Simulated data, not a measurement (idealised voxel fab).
process module | voxel plated lines
cross-section cut | 260 nm wide | cells 5 nm
A cross-section is a grid of square cells, given in bands from the top down. A band is one or more rows of cells.
Each band's line starts with the height of the band's top and of its bottom, in nm. Then come its materials from left to right, each with its width in nm. One material with "throughout" fills the band from edge to edge. "air" is empty space.
Height 0 is the level under which the wafer as received is all one material. The lowest band goes on downwards, as in "0 down".
A width such as "30 to 40" changes by the same amount from each row of cells to the next, from the band's top row to its bottom row.
"no change" after a step means that no cell of the cross-section changed.
closed voids: empty space of 8 cells or more with no open way to the top, each as width x height at its distance from the left edge, in nm
after a step's settings: what the simulator itself notes on the step
overlay nm, on a step with a mask: how far to the right of its planned place the mask lay; to the left if negative
plan
1 op RECEIVE | material Si
2 op CONFORMAL_DEP | material SiO2 | thk nm 15
3 op DIRECTIONAL_DEP | material TiN | thk nm 5
4 op PATTERN | tone open | mask id LINES | material resist | width nm 20 | pitch nm 45 | thk nm 25 | overlay nm 0
5 op EPI | material Ru | thk nm 10
6 op EPI | material Ru | thk nm 5
7 op STRIP | etch materials resist
8 op DIRECTIONAL_ETCH | etch materials TiN | depth nm 5
9 op CONFORMAL_DEP | material SiCN | thk nm 10
first wafer, as planned
as received, after step 1
  0 down: Si throughout
  closed voids: none
after step 2
  15 to 0: SiO2 throughout
  below 0: unchanged
after step 3
  20 to 15: TiN throughout
  below 15: unchanged
after step 4
  45 to 20: resist 95 | air 20 | resist 25 | air 20 | resist 100
  below 20: unchanged
after step 5
  45 to 30: resist 95 | air 20 | resist 25 | air 20 | resist 100
  30 to 20: resist 95 | Ru 20 | resist 25 | Ru 20 | resist 100
  below 20: unchanged
after step 6
  45 to 35: resist 95 | air 20 | resist 25 | air 20 | resist 100
  35 to 20: resist 95 | Ru 20 | resist 25 | Ru 20 | resist 100
  below 20: unchanged
after step 7
  35 to 20: air 95 | Ru 20 | air 25 | Ru 20 | air 100
  below 20: unchanged
after step 8
  35 to 20: air 95 | Ru 20 | air 25 | Ru 20 | air 100
  20 to 15: air 95 | TiN 20 | air 25 | TiN 20 | air 100
  below 15: unchanged
after step 9
  45 to 35: air 85 | SiCN 40 | air 5 | SiCN 40 | air 90
  35 to 25: air 85 | SiCN 10 | Ru 20 | SiCN 10 | air 5 | SiCN 10 | Ru 20 | SiCN 10 | air 90
  25 to 20: SiCN 95 | Ru 20 | SiCN 25 | Ru 20 | SiCN 100
  20 to 15: SiCN 95 | TiN 20 | SiCN 25 | TiN 20 | SiCN 100
  below 15: unchanged
second wafer: like start, like plan, one mistake. Through step 3 it matches the first wafer
when step 4 should have ended
  45 to 20: resist 100 | air 20 | resist 25 | air 20 | resist 95
  below 20: unchanged
when step 5 should have ended
  45 to 30: resist 100 | air 20 | resist 25 | air 20 | resist 95
  30 to 20: resist 100 | Ru 20 | resist 25 | Ru 20 | resist 95
  below 20: unchanged
when step 6 should have ended
  45 to 35: resist 100 | air 20 | resist 25 | air 20 | resist 95
  35 to 20: resist 100 | Ru 20 | resist 25 | Ru 20 | resist 95
  below 20: unchanged
when step 7 should have ended
  35 to 20: air 100 | Ru 20 | air 25 | Ru 20 | air 95
  below 20: unchanged
when step 8 should have ended
  35 to 20: air 100 | Ru 20 | air 25 | Ru 20 | air 95
  20 to 15: air 100 | TiN 20 | air 25 | TiN 20 | air 95
  below 15: unchanged
when step 9 should have ended
  45 to 35: air 90 | SiCN 40 | air 5 | SiCN 40 | air 85
  35 to 25: air 90 | SiCN 10 | Ru 20 | SiCN 10 | air 5 | SiCN 10 | Ru 20 | SiCN 10 | air 85
  25 to 20: SiCN 100 | Ru 20 | SiCN 25 | Ru 20 | SiCN 95
  20 to 15: SiCN 100 | TiN 20 | SiCN 25 | TiN 20 | SiCN 95
  below 15: unchanged
what went wrong: step 4 ran as: op PATTERN | tone open | mask id LINES | material resist | width nm 20 | pitch nm 45 | thk nm 25 | overlay nm 5
at the end the second wafer has, in cells: as many of each material as the first, in other places
